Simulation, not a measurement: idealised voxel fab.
process module | voxel wiring stack
cross-section cut | 200 nm wide | cells 5 nm
A cross-section is a grid of square cells, given in bands from the top down. A band is one or more rows of cells.
Each band's line starts with the height of the band's top and of its bottom, in nm. Then come its materials from left to right, each with its width in nm. One material with "throughout" fills the band from edge to edge. "air" is empty space.
Height 0 is the level under which the wafer as received is all one material. The lowest band goes on downwards, as in "0 down".
A width such as "30 to 40" changes by the same amount from each row of cells to the next, from the band's top row to its bottom row.
"no change" after a step means that no cell of the cross-section changed.
closed voids: empty space of 8 cells or more with no open way to the top, each as width x height at its distance from the left edge, in nm
after a step's settings: what the simulator itself notes on the step
overlay nm, on a step with a mask: how far to the right of its planned place the mask lay; to the left if negative
plan
1 op RECEIVE | material Si
2 op CONFORMAL_DEP | material SiO2 | thk nm 15
3 op CONFORMAL_DEP | material SiCN | thk nm 5
4 op DIRECTIONAL_DEP | material lowk | thk nm 20
5 op DIRECTIONAL_DEP | material aC | thk nm 10
6 op PATTERN | tone open | mask id METAL_1 | material resist | width nm 25 | pitch nm 40 | thk nm 25 | overlay nm 0
7 op DIRECTIONAL_ETCH | etch materials aC | depth nm 10
8 op STRIP | etch materials resist
9 op DIRECTIONAL_ETCH | etch materials lowk | depth nm 20
10 op DIRECTIONAL_ETCH | etch materials SiCN | depth nm 5
11 op STRIP | etch materials aC
12 op CONFORMAL_DEP | material TiN | thk nm 5
13 op FILL_DEP | material Ru | thk nm 10
14 op CMP | height nm 40
15 op CONFORMAL_DEP | material SiCN | thk nm 5
16 op DIRECTIONAL_DEP | material lowk | thk nm 35
17 op DIRECTIONAL_DEP | material aC | thk nm 15
18 op PATTERN | tone open | mask id METAL_2_HOLES | material resist | width nm 15 | pitch nm 40 | thk nm 30 | overlay nm 0
19 op DIRECTIONAL_ETCH | etch materials aC | depth nm 15
20 op STRIP | etch materials resist
21 op DIRECTIONAL_ETCH | etch materials lowk | depth nm 35
22 op STRIP | etch materials aC
23 op DIRECTIONAL_DEP | material aC | thk nm 10
24 op PATTERN | tone open | mask id METAL_2 | material resist | width nm 25 | pitch nm 40 | thk nm 25 | overlay nm 0
25 op DIRECTIONAL_ETCH | etch materials aC | depth nm 10
26 op STRIP | etch materials resist
27 op DIRECTIONAL_ETCH | etch materials lowk | depth nm 20
28 op DIRECTIONAL_ETCH | etch materials SiCN | depth nm 5
29 op STRIP | etch materials aC
30 op CONFORMAL_DEP | material TiN | thk nm 5
31 op FILL_DEP | material Cu | thk nm 5
32 op CMP | height nm 80
33 op CONFORMAL_DEP | material SiCN | thk nm 5
34 op DIRECTIONAL_DEP | material lowk | thk nm 10
35 op MASKED_ETCH | tone open | mask id PLUG_2 | width nm 15 | pitch nm 80 | etch materials lowk | depth nm 10 | overlay nm 0
36 op MASKED_ETCH | tone open | mask id PLUG_2 | width nm 15 | pitch nm 80 | etch materials SiCN | depth nm 5 | overlay nm 0
37 op CONFORMAL_DEP | material TiN | thk nm 5
38 op FILL_DEP | material W | thk nm 10
39 op CMP | height nm 95
40 op DIRECTIONAL_DEP | material TiN | thk nm 5
41 op DIRECTIONAL_DEP | material Ru | thk nm 25
42 op PATTERN | tone cover | mask id METAL_3 | material resist | width nm 25 | pitch nm 40 | thk nm 20 | overlay nm 0
43 op DIRECTIONAL_ETCH | etch materials Ru | depth nm 25
44 op DIRECTIONAL_ETCH | etch materials TiN | depth nm 5
45 op STRIP | etch materials resist
46 op FILL_DEP | material lowk | thk nm 10
47 op CMP | height nm 125
48 op CONFORMAL_DEP | material SiCN | thk nm 5
as received, after step 1
  0 down: Si throughout
  closed voids: none
a wafer at the end: this start, this plan, one mistake
  130 to 125: SiCN throughout
  125 to 100: lowk 25 | Ru 25 | lowk 15 | Ru 25 | lowk 15 | Ru 25 | lowk 15 | Ru 25 | lowk 30
  100 to 95: lowk 25 | TiN 25 | lowk 15 | TiN 25 | lowk 15 | TiN 25 | lowk 15 | TiN 25 | lowk 30
  95 to 90: SiCN 25 | TiN 15 | SiCN 65 | TiN 15 | SiCN 80
  90 to 80: lowk throughout
  80 to 65: lowk 25 | TiN 5 | Cu 15 | TiN 5 | lowk 15 | TiN 5 | Cu 15 | TiN 5 | lowk 15 | TiN 5 | Cu 15 | TiN 5 | lowk 15 | TiN 5 | Cu 15 | TiN 5 | lowk 30
  65 to 60: lowk 25 | TiN 5 | Cu 5 | TiN 15 | lowk 15 | TiN 5 | Cu 5 | TiN 15 | lowk 15 | TiN 5 | Cu 5 | TiN 15 | lowk 15 | TiN 5 | Cu 5 | TiN 15 | lowk 30
  60 to 45: lowk 25 | TiN 5 | Cu 5 | TiN 5 | lowk 25 | TiN 5 | Cu 5 | TiN 5 | lowk 25 | TiN 5 | Cu 5 | TiN 5 | lowk 25 | TiN 5 | Cu 5 | TiN 5 | lowk 40
  45 to 40: SiCN 25 | TiN 15 | SiCN 25 | TiN 15 | SiCN 25 | TiN 15 | SiCN 25 | TiN 15 | SiCN 40
  40 to 20: lowk 25 | TiN 5 | Ru 15 | TiN 5 | lowk 15 | TiN 5 | Ru 15 | TiN 5 | lowk 15 | TiN 5 | Ru 15 | TiN 5 | lowk 15 | TiN 5 | Ru 15 | TiN 5 | lowk 30
  20 to 15: SiCN 25 | TiN 25 | SiCN 15 | TiN 25 | SiCN 15 | TiN 25 | SiCN 15 | TiN 25 | SiCN 30
  15 to 0: SiO2 throughout
  0 down: Si throughout
  closed voids: none
what went wrong: steps 33 and 34 were swapped
